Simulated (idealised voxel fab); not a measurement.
A process module follows: voxel self aligned vias.
Section cut is 165 nm wide and gridded with 5 nm square cells.
Just so we're on the same page, the cross-sections are grids of square cells, and they're listed out in bands top to bottom, each band one or more rows deep.
Band: top and bottom heights (nm) first, top before bottom; then materials from left to right, widths in nm. "full width" marks a sole material filling the band edge to edge. "air" denotes empty space.
The reference from which all heights are counted is 0, the level beneath which the as-received wafer is entirely one material; the lowest band, having no lower bound, proceeds downward and is written after the example "from 0 down".
So if you see something like "30->40" for the width, read it as the top row of the band sitting at the first number and the bottom row at the second, with every row in between moving by the same amount as the last.
Reading "identical to before" for a step: not a cell of the cross-section changed in it.
Closed-off voids of 8+ cells (no open route to the top) go in "Enclosed void catalog", written width x height at distance from the left edge, in nm.
On a step's line, text after the settings is the simulator commenting on that step.
overlay nm: step with mask; distance mask lay right of planned place; negative value = left of planned place.

So here's the lineup of process steps we planned
1,RECEIVE: material Si
2,CONFORMAL_DEP: material SiO2, thk nm 10
3,CONFORMAL_DEP: material SiCN, thk nm 5
4,DIRECTIONAL_DEP: material lowk, thk nm 25
5,PATTERN: tone open, mask id LINES, material resist, width nm 20, pitch nm 70, thk nm 15, overlay nm 0
6,DIRECTIONAL_ETCH: etch materials lowk, depth nm 25
7,STRIP: etch materials resist
8,CONFORMAL_DEP: material TiN, thk nm 5
9,FILL_DEP: material Ru, thk nm 10
10,CMP: height nm 40
11,SELECTIVE_ETCH: etch materials W Ru TiN, depth nm 10
12,FILL_DEP: material SiN, thk nm 10
13,CMP: height nm 40
14,DIRECTIONAL_DEP: material lowk, thk nm 20
15,MASKED_ETCH: tone open, mask id VIAS, width nm 40, etch materials lowk, depth nm 20, overlay nm 0
16,MASKED_ETCH: tone open, mask id VIAS, width nm 40, etch materials SiN, depth nm 10, overlay nm 0
17,CONFORMAL_DEP: material TiN, thk nm 5
18,FILL_DEP: material Ru, thk nm 5
19,CMP: height nm 60
20,CONFORMAL_DEP: material SiCN, thk nm 5

First of the two wafers, run per plan

Cross-section of the wafer upon arrival, representing the state reached after step 1
  from 0 down  Si full width
  Enclosed void catalog: none

Step 2 complete: cross-section through the wafer
  from 10 to 0  SiO2 full width
  At heights below 0, the structure remains unaltered.

Step 3 complete: cross-section through the wafer
  from 15 to 10  SiCN full width
  At heights below 10, the structure remains unaltered.

Step 4 complete: cross-section through the wafer
  from 40 to 15  lowk full width
  At heights below 15, the structure remains unaltered.

Step 5 complete: cross-section through the wafer
  from 55 to 40  35 nm resist, 20 nm air, 50 nm resist, 20 nm air, 40 nm resist
  At heights below 40, the structure remains unaltered.

Step 6 complete: cross-section through the wafer
  from 55 to 40  35 nm resist, 20 nm air, 50 nm resist, 20 nm air, 40 nm resist
  from 40 to 15  35 nm lowk, 20 nm air, 50 nm lowk, 20 nm air, 40 nm lowk
  At heights below 15, the structure remains unaltered.

Step 7 complete: cross-section through the wafer
  from 40 to 15  35 nm lowk, 20 nm air, 50 nm lowk, 20 nm air, 40 nm lowk
  At heights below 15, the structure remains unaltered.

Step 8 complete: cross-section through the wafer
  from 45 to 40  40 nm TiN, 10 nm air, 60 nm TiN, 10 nm air, 45 nm TiN
  from 40 to 20  35 nm lowk, 5 nm TiN, 10 nm air, 5 nm TiN, 50 nm lowk, 5 nm TiN, 10 nm air, 5 nm TiN, 40 nm lowk
  from 20 to 15  35 nm lowk, 20 nm TiN, 50 nm lowk, 20 nm TiN, 40 nm lowk
  At heights below 15, the structure remains unaltered.

Step 9 complete: cross-section through the wafer
  from 55 to 45  Ru full width
  from 45 to 40  40 nm TiN, 10 nm Ru, 60 nm TiN, 10 nm Ru, 45 nm TiN
  from 40 to 20  35 nm lowk, 5 nm TiN, 10 nm Ru, 5 nm TiN, 50 nm lowk, 5 nm TiN, 10 nm Ru, 5 nm TiN, 40 nm lowk
  At heights below 20, the structure remains unaltered.

Step 10 complete: cross-section through the wafer
  from 40 to 20  35 nm lowk, 5 nm TiN, 10 nm Ru, 5 nm TiN, 50 nm lowk, 5 nm TiN, 10 nm Ru, 5 nm TiN, 40 nm lowk
  At heights below 20, the structure remains unaltered.

Step 11 complete: cross-section through the wafer
  from 40 to 30  35 nm lowk, 20 nm air, 50 nm lowk, 20 nm air, 40 nm lowk
  At heights below 30, the structure remains unaltered.

Step 12 complete: cross-section through the wafer
  from 50 to 40  SiN full width
  from 40 to 30  35 nm lowk, 20 nm SiN, 50 nm lowk, 20 nm SiN, 40 nm lowk
  At heights below 30, the structure remains unaltered.

Step 13 complete: cross-section through the wafer
  from 40 to 30  35 nm lowk, 20 nm SiN, 50 nm lowk, 20 nm SiN, 40 nm lowk
  At heights below 30, the structure remains unaltered.

Step 14 complete: cross-section through the wafer
  from 60 to 40  lowk full width
  At heights below 40, the structure remains unaltered.

Step 15 complete: cross-section through the wafer
  from 60 to 40  25 nm lowk, 40 nm air, 100 nm lowk
  At heights below 40, the structure remains unaltered.

Step 16 complete: cross-section through the wafer
  from 60 to 40  25 nm lowk, 40 nm air, 100 nm lowk
  from 40 to 30  35 nm lowk, 20 nm air, 50 nm lowk, 20 nm SiN, 40 nm lowk
  At heights below 30, the structure remains unaltered.

Step 17 complete: cross-section through the wafer
  from 65 to 60  30 nm TiN, 30 nm air, 105 nm TiN
  from 60 to 45  25 nm lowk, 5 nm TiN, 30 nm air, 5 nm TiN, 100 nm lowk
  from 45 to 40  25 nm lowk, 15 nm TiN, 10 nm air, 15 nm TiN, 100 nm lowk
  from 40 to 35  35 nm lowk, 5 nm TiN, 10 nm air, 5 nm TiN, 50 nm lowk, 20 nm SiN, 40 nm lowk
  from 35 to 30  35 nm lowk, 20 nm TiN, 50 nm lowk, 20 nm SiN, 40 nm lowk
  At heights below 30, the structure remains unaltered.

Step 18 complete: cross-section through the wafer
  from 70 to 65  Ru full width
  from 65 to 60  30 nm TiN, 30 nm Ru, 105 nm TiN
  from 60 to 45  25 nm lowk, 5 nm TiN, 30 nm Ru, 5 nm TiN, 100 nm lowk
  from 45 to 40  25 nm lowk, 15 nm TiN, 10 nm Ru, 15 nm TiN, 100 nm lowk
  from 40 to 35  35 nm lowk, 5 nm TiN, 10 nm Ru, 5 nm TiN, 50 nm lowk, 20 nm SiN, 40 nm lowk
  At heights below 35, the structure remains unaltered.

Step 19 complete: cross-section through the wafer
  from 60 to 45  25 nm lowk, 5 nm TiN, 30 nm Ru, 5 nm TiN, 100 nm lowk
  At heights below 45, the structure remains unaltered.

Step 20 complete: cross-section through the wafer
  from 65 to 60  SiCN full width
  At heights below 60, the structure remains unaltered.

Wafer two: like wafer one in start and plan, but with one mistake in execution; identical up to and including step 14

Cross-section of the second wafer when, according to plan, step 15 should have finished
  from 60 to 40  25 nm air, 40 nm lowk, 100 nm air
  At heights below 40, the structure remains unaltered.

Cross-section of the second wafer when, according to plan, step 16 should have finished: identical to before

Cross-section of the second wafer when, according to plan, step 17 should have finished
  from 65 to 60  20 nm air, 50 nm TiN, 95 nm air
  from 60 to 45  20 nm air, 5 nm TiN, 40 nm lowk, 5 nm TiN, 95 nm air
  from 45 to 40  25 nm TiN, 40 nm lowk, 100 nm TiN
  At heights below 40, the structure remains unaltered.

Cross-section of the second wafer when, according to plan, step 18 should have finished
  from 70 to 65  Ru full width
  from 65 to 60  20 nm Ru, 50 nm TiN, 95 nm Ru
  from 60 to 45  20 nm Ru, 5 nm TiN, 40 nm lowk, 5 nm TiN, 95 nm Ru
  At heights below 45, the structure remains unaltered.

Cross-section of the second wafer when, according to plan, step 19 should have finished
  from 60 to 45  20 nm Ru, 5 nm TiN, 40 nm lowk, 5 nm TiN, 95 nm Ru
  At heights below 45, the structure remains unaltered.

Cross-section of the second wafer when, according to plan, step 20 should have finished
  from 65 to 60  SiCN full width
  At heights below 60, the structure remains unaltered.
In executing the process, a mistake was made relative to the plan: for step 15, the planned setting was not used; the step was instead run as MASKED_ETCH: tone cover, mask id VIAS, width nm 40, etch materials lowk, depth nm 20, overlay nm 0
The closing comparison, in cells, has the second wafer with more or fewer of some materials than the first: Ru: 47 more; SiN: 8 more; TiN: 13 more; lowk: 68 fewer
